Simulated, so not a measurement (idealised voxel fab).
process module | voxel double patterning
cross-section cut | 195 nm wide | cells 5 nm
A cross-section is a grid of square cells, given in bands from the top down. A band is one or more rows of cells.
Each band's line starts with the height of the band's top and of its bottom, in nm. Then come its materials from left to right, each with its width in nm. One material with "throughout" fills the band from edge to edge. "air" is empty space.
Height 0 is the level under which the wafer as received is all one material. The lowest band goes on downwards, as in "0 down".
A width such as "30 to 40" changes by the same amount from each row of cells to the next, from the band's top row to its bottom row.
"no change" after a step means that no cell of the cross-section changed.
closed voids: empty space of 8 cells or more with no open way to the top, each as width x height at its distance from the left edge, in nm
after a step's settings: what the simulator itself notes on the step
overlay nm, on a step with a mask: how far to the right of its planned place the mask lay; to the left if negative
plan
1 op RECEIVE | material Si
2 op CONFORMAL_DEP | material SiO2 | thk nm 5
3 op DIRECTIONAL_DEP | material polySi | thk nm 10
4 op DIRECTIONAL_DEP | material SiCN | thk nm 10
5 op MASKED_ETCH | tone open | mask id FIRST | width nm 15 | pitch nm 50 | etch materials SiCN | depth nm 10 | overlay nm 0
6 op PATTERN | tone open | mask id SECOND | material resist | width nm 15 | thk nm 15 | overlay nm 0
7 op DIRECTIONAL_ETCH | etch materials SiCN | depth nm 10
8 op STRIP | etch materials resist
9 op DIRECTIONAL_ETCH | etch materials polySi | depth nm 10
10 op STRIP | etch materials SiCN
varied across the wafers: width nm of step 6. The plan shows the first wafer's value. All wafers start alike
first wafer as received, after step 1
  0 down: Si throughout
  closed voids: none
first wafer at the end, after step 10
  15 to 5: polySi 65 | air 15 | polySi 10 | air 15 | polySi 10 | air 15 | polySi 65
  5 to 0: SiO2 throughout
  0 down: Si throughout
  closed voids: none
last wafer at the end
  15 to 5: polySi 65 | air 15 | polySi 5 | air 45 | polySi 65
  5 to 0: SiO2 throughout
  0 down: Si throughout
  closed voids: none
each wafer at the end: cells of each material gained (+) or lost (-) since it was received, then its closed voids
width nm 15 | +39 SiO2 | +60 polySi | closed voids: none
width nm 20 | +39 SiO2 | +58 polySi | closed voids: none
width nm 25 | +39 SiO2 | +56 polySi | closed voids: none
width nm 30 | +39 SiO2 | +54 polySi | closed voids: none
